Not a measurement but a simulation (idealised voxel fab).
process module | voxel quadruple lines
cross-section cut | 170 nm wide | cells 5 nm
A cross-section is a grid of square cells, given in bands from the top down. A band is one or more rows of cells.
Each band's line starts with the height of the band's top and of its bottom, in nm. Then come its materials from left to right, each with its width in nm. One material with "throughout" fills the band from edge to edge. "air" is empty space.
Height 0 is the level under which the wafer as received is all one material. The lowest band goes on downwards, as in "0 down".
A width such as "30 to 40" changes by the same amount from each row of cells to the next, from the band's top row to its bottom row.
"no change" after a step means that no cell of the cross-section changed.
closed voids: empty space of 8 cells or more with no open way to the top, each as width x height at its distance from the left edge, in nm
after a step's settings: what the simulator itself notes on the step
overlay nm, on a step with a mask: how far to the right of its planned place the mask lay; to the left if negative
plan
1 op RECEIVE | material Si
2 op CONFORMAL_DEP | material Al2O3 | thk nm 10
3 op DIRECTIONAL_DEP | material Ru | thk nm 15
4 op DIRECTIONAL_DEP | material polySi | thk nm 20
5 op DIRECTIONAL_DEP | material aC | thk nm 25
6 op PATTERN | tone cover | mask id MANDREL | material resist | width nm 30 | thk nm 30 | overlay nm 0
7 op DIRECTIONAL_ETCH | etch materials aC | depth nm 25
8 op STRIP | etch materials resist
9 op CONFORMAL_DEP | material SiO2 | thk nm 10
10 op DIRECTIONAL_ETCH | etch materials SiO2 | depth nm 10
11 op STRIP | etch materials aC
12 op DIRECTIONAL_ETCH | etch materials polySi | depth nm 20
13 op STRIP | etch materials SiO2
14 op CONFORMAL_DEP | material SiN | thk nm 10
15 op DIRECTIONAL_ETCH | etch materials SiN | depth nm 10
16 op STRIP | etch materials polySi
17 op DIRECTIONAL_ETCH | etch materials Ru | depth nm 15
18 op STRIP | etch materials SiN
19 op FILL_DEP | material SiO2 | thk nm 10
20 op CMP | height nm 25
as received, after step 1
  0 down: Si throughout
  closed voids: none
first wafer at the end, as planned
  25 to 10: SiO2 50 | Ru 10 | SiO2 10 | Ru 10 | SiO2 10 | Ru 10 | SiO2 10 | Ru 10 | SiO2 50
  10 to 0: Al2O3 throughout
  0 down: Si throughout
  closed voids: none
second wafer at the end: like start, like plan, one mistake
  25 to 15: Al2O3 throughout
  15 to 0: Ru throughout
  0 down: Si throughout
  closed voids: none
what went wrong: steps 2 and 3 were swapped
at the end the second wafer has, in cells: 78 more of Ru | 78 fewer of SiO2
